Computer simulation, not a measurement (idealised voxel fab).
The name of this process module is voxel air gaps.
It is cross-section cut that appears here, measuring 280 nm in width, its square cells being 5 nm in size.
Think of the cross-section as a grid of square cells. We describe it in bands, top to bottom, and each band covers one or more rows of those cells.
Look at the band entry: it leads with the top's height and the bottom's height in nm. Then it lists the materials left to right, with a width in nm for each. The word "edge to edge" on a single material says that material fills the band edge to edge. The word "empty" is empty space.
Height 0 is the level under which the wafer as received is all one material. The lowest band goes on downwards, as in "z 0 and below".
You'd read "30..40" like this: the band's top row of cells is as wide as the first number, its bottom row is as wide as the second, and going down, every row changes width by the same amount as the row before did.
"everything unchanged" -> step changed no cross-section cell.
The list in "Sealed internal voids" covers empty spaces of 8 cells or more that cannot reach the top through any open way, and it gives each as width x height at distance; the distance is from the left edge, and width, height and distance are in nm.
Where a step's line continues beyond its settings, the continuation is a remark by the simulator itself on that step.
overlay nm: mask offset rightward from planned place, masked step; negative means leftward offset.
The process steps that were planned are listed below:
1) RECEIVE,material Si
2) CONFORMAL_DEP,material SiO2,thk nm 15
3) CONFORMAL_DEP,material SiCN,thk nm 5
4) DIRECTIONAL_DEP,material SiO2,thk nm 30
5) DIRECTIONAL_DEP,material aC,thk nm 10
6) PATTERN,tone open,mask id LINES,material resist,width nm 15,pitch nm 40,thk nm 30,overlay nm 0
7) DIRECTIONAL_ETCH,etch materials aC,depth nm 10
8) STRIP,etch materials resist
9) DIRECTIONAL_ETCH,etch materials SiO2,depth nm 30
10) STRIP,etch materials aC
11) CONFORMAL_DEP,material TiN,thk nm 5
12) FILL_DEP,material Cu,thk nm 5
13) CMP,height nm 50
14) EPI,material Ru,thk nm 10
15) SELECTIVE_ETCH,etch materials SiO2,depth nm 40
16) CONFORMAL_DEP,material SiCN,thk nm 5
First wafer of two (run as planned):
Incoming wafer, cross-sectional view, post step 1:
	z 0 and below  Si edge to edge
	Sealed internal voids: none
The wafer in cross-section once step 2 is complete:
	z 15 to 0  SiO2 edge to edge
	Nothing below the height 0 has changed.
The wafer in cross-section once step 3 is complete:
	z 20 to 15  SiCN edge to edge
	Nothing below the height 15 has changed.
The wafer in cross-section once step 4 is complete:
	z 50 to 20  SiO2 edge to edge
	Nothing below the height 20 has changed.
The wafer in cross-section once step 5 is complete:
	z 60 to 50  aC edge to edge
	Nothing below the height 50 has changed.
The wafer in cross-section once step 6 is complete:
	z 90 to 60  resist 70 nm  empty 15 nm  resist 25 nm  empty 15 nm  resist 25 nm  empty 15 nm  resist 25 nm  empty 15 nm  resist 75 nm
	Nothing below the height 60 has changed.
The wafer in cross-section once step 7 is complete:
	z 80 to 60  resist 70 nm  empty 15 nm  resist 25 nm  empty 15 nm  resist 25 nm  empty 15 nm  resist 25 nm  empty 15 nm  resist 75 nm
	z 60 to 50  aC 70 nm  empty 15 nm  aC 25 nm  empty 15 nm  aC 25 nm  empty 15 nm  aC 25 nm  empty 15 nm  aC 75 nm
	Nothing below the height 50 has changed.
The wafer in cross-section once step 8 is complete:
	z 60 to 50  aC 70 nm  empty 15 nm  aC 25 nm  empty 15 nm  aC 25 nm  empty 15 nm  aC 25 nm  empty 15 nm  aC 75 nm
	Nothing below the height 50 has changed.
The wafer in cross-section once step 9 is complete:
	z 60 to 50  aC 70 nm  empty 15 nm  aC 25 nm  empty 15 nm  aC 25 nm  empty 15 nm  aC 25 nm  empty 15 nm  aC 75 nm
	z 50 to 20  SiO2 70 nm  empty 15 nm  SiO2 25 nm  empty 15 nm  SiO2 25 nm  empty 15 nm  SiO2 25 nm  empty 15 nm  SiO2 75 nm
	Nothing below the height 20 has changed.
The wafer in cross-section once step 10 is complete:
	z 50 to 20  SiO2 70 nm  empty 15 nm  SiO2 25 nm  empty 15 nm  SiO2 25 nm  empty 15 nm  SiO2 25 nm  empty 15 nm  SiO2 75 nm
	Nothing below the height 20 has changed.
The wafer in cross-section once step 11 is complete:
	z 55 to 50  TiN 75 nm  empty 5 nm  TiN 35 nm  empty 5 nm  TiN 35 nm  empty 5 nm  TiN 35 nm  empty 5 nm  TiN 80 nm
	z 50 to 25  SiO2 70 nm  TiN 5 nm  empty 5 nm  TiN 5 nm  SiO2 25 nm  TiN 5 nm  empty 5 nm  TiN 5 nm  SiO2 25 nm  TiN 5 nm  empty 5 nm  TiN 5 nm  SiO2 25 nm  TiN 5 nm  empty 5 nm  TiN 5 nm  SiO2 75 nm
	z 25 to 20  SiO2 70 nm  TiN 15 nm  SiO2 25 nm  TiN 15 nm  SiO2 25 nm  TiN 15 nm  SiO2 25 nm  TiN 15 nm  SiO2 75 nm
	Nothing below the height 20 has changed.
The wafer in cross-section once step 12 is complete:
	z 60 to 55  Cu edge to edge
	z 55 to 50  TiN 75 nm  Cu 5 nm  TiN 35 nm  Cu 5 nm  TiN 35 nm  Cu 5 nm  TiN 35 nm  Cu 5 nm  TiN 80 nm
	z 50 to 25  SiO2 70 nm  TiN 5 nm  Cu 5 nm  TiN 5 nm  SiO2 25 nm  TiN 5 nm  Cu 5 nm  TiN 5 nm  SiO2 25 nm  TiN 5 nm  Cu 5 nm  TiN 5 nm  SiO2 25 nm  TiN 5 nm  Cu 5 nm  TiN 5 nm  SiO2 75 nm
	Nothing below the height 25 has changed.
The wafer in cross-section once step 13 is complete:
	z 50 to 25  SiO2 70 nm  TiN 5 nm  Cu 5 nm  TiN 5 nm  SiO2 25 nm  TiN 5 nm  Cu 5 nm  TiN 5 nm  SiO2 25 nm  TiN 5 nm  Cu 5 nm  TiN 5 nm  SiO2 25 nm  TiN 5 nm  Cu 5 nm  TiN 5 nm  SiO2 75 nm
	Nothing below the height 25 has changed.
The wafer in cross-section once step 14 is complete:
	z 60 to 50  empty 60 nm  Ru 35 nm  empty 5 nm  Ru 35 nm  empty 5 nm  Ru 35 nm  empty 5 nm  Ru 35 nm  empty 65 nm
	Nothing below the height 50 has changed.
The wafer in cross-section once step 15 is complete:
	z 60 to 50  empty 60 nm  Ru 35 nm  empty 5 nm  Ru 35 nm  empty 5 nm  Ru 35 nm  empty 5 nm  Ru 35 nm  empty 65 nm
	z 50 to 25  empty 70 nm  TiN 5 nm  Cu 5 nm  TiN 5 nm  empty 25 nm  TiN 5 nm  Cu 5 nm  TiN 5 nm  empty 25 nm  TiN 5 nm  Cu 5 nm  TiN 5 nm  empty 25 nm  TiN 5 nm  Cu 5 nm  TiN 5 nm  empty 75 nm
	z 25 to 20  empty 70 nm  TiN 15 nm  empty 25 nm  TiN 15 nm  empty 25 nm  TiN 15 nm  empty 25 nm  TiN 15 nm  empty 75 nm
	Nothing below the height 20 has changed.
The wafer in cross-section once step 16 is complete:
	z 65 to 60  empty 55 nm  SiCN 165 nm  empty 60 nm
	z 60 to 50  empty 55 nm  SiCN 5 nm  Ru 35 nm  SiCN 5 nm  Ru 35 nm  SiCN 5 nm  Ru 35 nm  SiCN 5 nm  Ru 35 nm  SiCN 5 nm  empty 60 nm
	z 50 to 45  empty 55 nm  SiCN 15 nm  TiN 5 nm  Cu 5 nm  TiN 5 nm  SiCN 25 nm  TiN 5 nm  Cu 5 nm  TiN 5 nm  SiCN 25 nm  TiN 5 nm  Cu 5 nm  TiN 5 nm  SiCN 25 nm  TiN 5 nm  Cu 5 nm  TiN 5 nm  SiCN 15 nm  empty 60 nm
	z 45 to 25  empty 65 nm  SiCN 5 nm  TiN 5 nm  Cu 5 nm  TiN 5 nm  SiCN 5 nm  empty 15 nm  SiCN 5 nm  TiN 5 nm  Cu 5 nm  TiN 5 nm  SiCN 5 nm  empty 15 nm  SiCN 5 nm  TiN 5 nm  Cu 5 nm  TiN 5 nm  SiCN 5 nm  empty 15 nm  SiCN 5 nm  TiN 5 nm  Cu 5 nm  TiN 5 nm  SiCN 5 nm  empty 70 nm
	z 25 to 20  SiCN 70 nm  TiN 15 nm  SiCN 25 nm  TiN 15 nm  SiCN 25 nm  TiN 15 nm  SiCN 25 nm  TiN 15 nm  SiCN 75 nm
	Nothing below the height 20 has changed.
	Sealed internal voids: 15 x 20 at 90; 15 x 20 at 130; 15 x 20 at 170
What follows concerns the second wafer, which started out like the first and was meant to follow the very same plan; one mistake crept in when it was run, but everything up to and including step 13 is the same as for the first wafer:
Cross-section of the second wafer when, according to plan, step 14 should have finished:
	z 50 to 25  empty 70 nm  TiN 5 nm  Cu 5 nm  TiN 5 nm  empty 25 nm  TiN 5 nm  Cu 5 nm  TiN 5 nm  empty 25 nm  TiN 5 nm  Cu 5 nm  TiN 5 nm  empty 25 nm  TiN 5 nm  Cu 5 nm  TiN 5 nm  empty 75 nm
	z 25 to 20  empty 70 nm  TiN 15 nm  empty 25 nm  TiN 15 nm  empty 25 nm  TiN 15 nm  empty 25 nm  TiN 15 nm  empty 75 nm
	Nothing below the height 20 has changed.
Cross-section of the second wafer when, according to plan, step 15 should have finished:
	z 60 to 50  empty 60 nm  Ru 35 nm  empty 5 nm  Ru 35 nm  empty 5 nm  Ru 35 nm  empty 5 nm  Ru 35 nm  empty 65 nm
	z 50 to 25  empty 60 nm  Ru 10 nm  TiN 5 nm  Cu 5 nm  TiN 5 nm  Ru 10 nm  empty 5 nm  Ru 10 nm  TiN 5 nm  Cu 5 nm  TiN 5 nm  Ru 10 nm  empty 5 nm  Ru 10 nm  TiN 5 nm  Cu 5 nm  TiN 5 nm  Ru 10 nm  empty 5 nm  Ru 10 nm  TiN 5 nm  Cu 5 nm  TiN 5 nm  Ru 10 nm  empty 65 nm
	z 25 to 20  empty 60 nm  Ru 10 nm  TiN 15 nm  Ru 10 nm  empty 5 nm  Ru 10 nm  TiN 15 nm  Ru 10 nm  empty 5 nm  Ru 10 nm  TiN 15 nm  Ru 10 nm  empty 5 nm  Ru 10 nm  TiN 15 nm  Ru 10 nm  empty 65 nm
	Nothing below the height 20 has changed.
Cross-section of the second wafer when, according to plan, step 16 should have finished:
	z 65 to 60  empty 55 nm  SiCN 165 nm  empty 60 nm
	z 60 to 50  empty 55 nm  SiCN 5 nm  Ru 35 nm  SiCN 5 nm  Ru 35 nm  SiCN 5 nm  Ru 35 nm  SiCN 5 nm  Ru 35 nm  SiCN 5 nm  empty 60 nm
	z 50 to 25  empty 55 nm  SiCN 5 nm  Ru 10 nm  TiN 5 nm  Cu 5 nm  TiN 5 nm  Ru 10 nm  SiCN 5 nm  Ru 10 nm  TiN 5 nm  Cu 5 nm  TiN 5 nm  Ru 10 nm  SiCN 5 nm  Ru 10 nm  TiN 5 nm  Cu 5 nm  TiN 5 nm  Ru 10 nm  SiCN 5 nm  Ru 10 nm  TiN 5 nm  Cu 5 nm  TiN 5 nm  Ru 10 nm  SiCN 5 nm  empty 60 nm
	z 25 to 20  SiCN 60 nm  Ru 10 nm  TiN 15 nm  Ru 10 nm  SiCN 5 nm  Ru 10 nm  TiN 15 nm  Ru 10 nm  SiCN 5 nm  Ru 10 nm  TiN 15 nm  Ru 10 nm  SiCN 5 nm  Ru 10 nm  TiN 15 nm  Ru 10 nm  SiCN 65 nm
	Nothing below the height 20 has changed.
Deviation from plan: step 15 occupied the plan position of step 14, and the converse holds as well
End check, counted in cells, second wafer has more or fewer of these materials than the first: 96 more of Ru | 44 fewer of SiCN
The second wafer ends with 0 closed voids, and the first wafer ends with 3.
